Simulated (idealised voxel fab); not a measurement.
Process module heading - voxel fin reveal
The cross-section shown here is cut; it is 215 nm wide and divided into square cells measuring 5 nm on a side.
How to read a cross-section here: the picture is a grid of square cells, written as bands going from the top down, and any band can span one or more rows of cells.
Band entry format. Leading values: height of top, height of bottom, nm. Remainder: materials in left-to-right order, each with its width in nm. Special words: "full width" on a single material, which then fills the band edge to edge; "blank", empty space.
Zero point of the height axis is 0; under it, received wafer = one material. Lowest band: continues down indefinitely, "top 0, no bottom".
The two numbers in a width such as "30->40" mark its ends across the band: the first belongs to the top row of cells, the second to the bottom row, and from each row to the next the width moves by the same amount.
Key: "left unchanged" - step with no changed cell in the cross-section.
Basically, "Voids lacking openings" tells you about the enclosed voids: empty spaces with no open way to the top, 8 cells or bigger, each written width x height at distance, where distance is from the left edge, all in nm.
That trailing text on a step's line, after the settings, is the simulator's own remark on the step.
You can add "overlay nm" to a step's line. For a step with a mask, it describes how far the mask lay to the right of its planned position, and a negative number describes a lay to the left.
These are the steps we planned for the process
step 1: RECEIVE | material Si
step 2: CONFORMAL_DEP | material SiN | thk nm 5
step 3: PATTERN | tone cover | mask id FINS | material resist | width nm 15 | pitch nm 40 | thk nm 15 | overlay nm 0
step 4: DIRECTIONAL_ETCH | etch materials SiN | depth nm 5
step 5: DIRECTIONAL_ETCH | etch materials Si | depth nm 40
step 6: STRIP | etch materials resist
step 7: FILL_DEP | material SiO2 | thk nm 15
step 8: CMP | height nm 5
step 9: SELECTIVE_ETCH | etch materials SiO2 | depth nm 15
step 10: STRIP | etch materials SiN
Concerning the first of two wafers, which was run in accordance with the plan
So this is the incoming wafer in cross-section - it's already been through step 1
    top 0, no bottom  Si full width
    Voids lacking openings: none
So this is the wafer cross-section right after step 2
    top 5, bottom 0  SiN full width
    Nothing below the height 0 has changed.
So this is the wafer cross-section right after step 3
    top 20, bottom 5  blank 60; resist 15; blank 25; resist 15; blank 25; resist 15; blank 60
    Nothing below the height 5 has changed.
So this is the wafer cross-section right after step 4
    top 20, bottom 5  blank 60; resist 15; blank 25; resist 15; blank 25; resist 15; blank 60
    top 5, bottom 0  blank 60; SiN 15; blank 25; SiN 15; blank 25; SiN 15; blank 60
    Nothing below the height 0 has changed.
So this is the wafer cross-section right after step 5
    top 20, bottom 5  blank 60; resist 15; blank 25; resist 15; blank 25; resist 15; blank 60
    top 5, bottom 0  blank 60; SiN 15; blank 25; SiN 15; blank 25; SiN 15; blank 60
    top 0, bottom -40  blank 60; Si 15; blank 25; Si 15; blank 25; Si 15; blank 60
    Nothing below the height -40 has changed.
So this is the wafer cross-section right after step 6
    top 5, bottom 0  blank 60; SiN 15; blank 25; SiN 15; blank 25; SiN 15; blank 60
    Nothing below the height 0 has changed.
So this is the wafer cross-section right after step 7
    top 20, bottom 5  SiO2 full width
    top 5, bottom 0  SiO2 60; SiN 15; SiO2 25; SiN 15; SiO2 25; SiN 15; SiO2 60
    top 0, bottom -40  SiO2 60; Si 15; SiO2 25; Si 15; SiO2 25; Si 15; SiO2 60
    Nothing below the height -40 has changed.
So this is the wafer cross-section right after step 8
    top 5, bottom 0  SiO2 60; SiN 15; SiO2 25; SiN 15; SiO2 25; SiN 15; SiO2 60
    Nothing below the height 0 has changed.
So this is the wafer cross-section right after step 9
    top 5, bottom 0  blank 60; SiN 15; blank 25; SiN 15; blank 25; SiN 15; blank 60
    top 0, bottom -10  blank 60; Si 15; blank 25; Si 15; blank 25; Si 15; blank 60
    Nothing below the height -10 has changed.
So this is the wafer cross-section right after step 10
    top 0, bottom -10  blank 60; Si 15; blank 25; Si 15; blank 25; Si 15; blank 60
    Nothing below the height -10 has changed.
Wafer two. Identical start, identical plan. One mistake in execution. Identical history through step 2
Look at the second wafer in cross-section at the time step 3 ought to have finished
    top 20, bottom 5  resist 60; blank 15; resist 25; blank 15; resist 25; blank 15; resist 60
    Nothing below the height 5 has changed.
Look at the second wafer in cross-section at the time step 4 ought to have finished
    top 20, bottom 5  resist 60; blank 15; resist 25; blank 15; resist 25; blank 15; resist 60
    top 5, bottom 0  SiN 60; blank 15; SiN 25; blank 15; SiN 25; blank 15; SiN 60
    Nothing below the height 0 has changed.
Look at the second wafer in cross-section at the time step 5 ought to have finished
    top 20, bottom 5  resist 60; blank 15; resist 25; blank 15; resist 25; blank 15; resist 60
    top 5, bottom 0  SiN 60; blank 15; SiN 25; blank 15; SiN 25; blank 15; SiN 60
    top 0, bottom -40  Si 60; blank 15; Si 25; blank 15; Si 25; blank 15; Si 60
    Nothing below the height -40 has changed.
Look at the second wafer in cross-section at the time step 6 ought to have finished
    top 5, bottom 0  SiN 60; blank 15; SiN 25; blank 15; SiN 25; blank 15; SiN 60
    Nothing below the height 0 has changed.
Look at the second wafer in cross-section at the time step 7 ought to have finished
    top 20, bottom 5  SiO2 full width
    top 5, bottom 0  SiN 60; SiO2 15; SiN 25; SiO2 15; SiN 25; SiO2 15; SiN 60
    top 0, bottom -40  Si 60; SiO2 15; Si 25; SiO2 15; Si 25; SiO2 15; Si 60
    Nothing below the height -40 has changed.
Look at the second wafer in cross-section at the time step 8 ought to have finished
    top 5, bottom 0  SiN 60; SiO2 15; SiN 25; SiO2 15; SiN 25; SiO2 15; SiN 60
    Nothing below the height 0 has changed.
Look at the second wafer in cross-section at the time step 9 ought to have finished
    top 5, bottom 0  SiN 60; blank 15; SiN 25; blank 15; SiN 25; blank 15; SiN 60
    top 0, bottom -10  Si 60; blank 15; Si 25; blank 15; Si 25; blank 15; Si 60
    Nothing below the height -10 has changed.
Look at the second wafer in cross-section at the time step 10 ought to have finished
    top 0, bottom -10  Si 60; blank 15; Si 25; blank 15; Si 25; blank 15; Si 60
    Nothing below the height -10 has changed.
Diagnosis: step 3 was run on a setting that differed from the plan, and what really ran there is PATTERN | tone open | mask id FINS | material resist | width nm 15 | pitch nm 40 | thk nm 15 | overlay nm 0
Final comparison by cell count, materials where the second wafer has more or fewer than the first: 200 more of Si, 150 fewer of SiO2
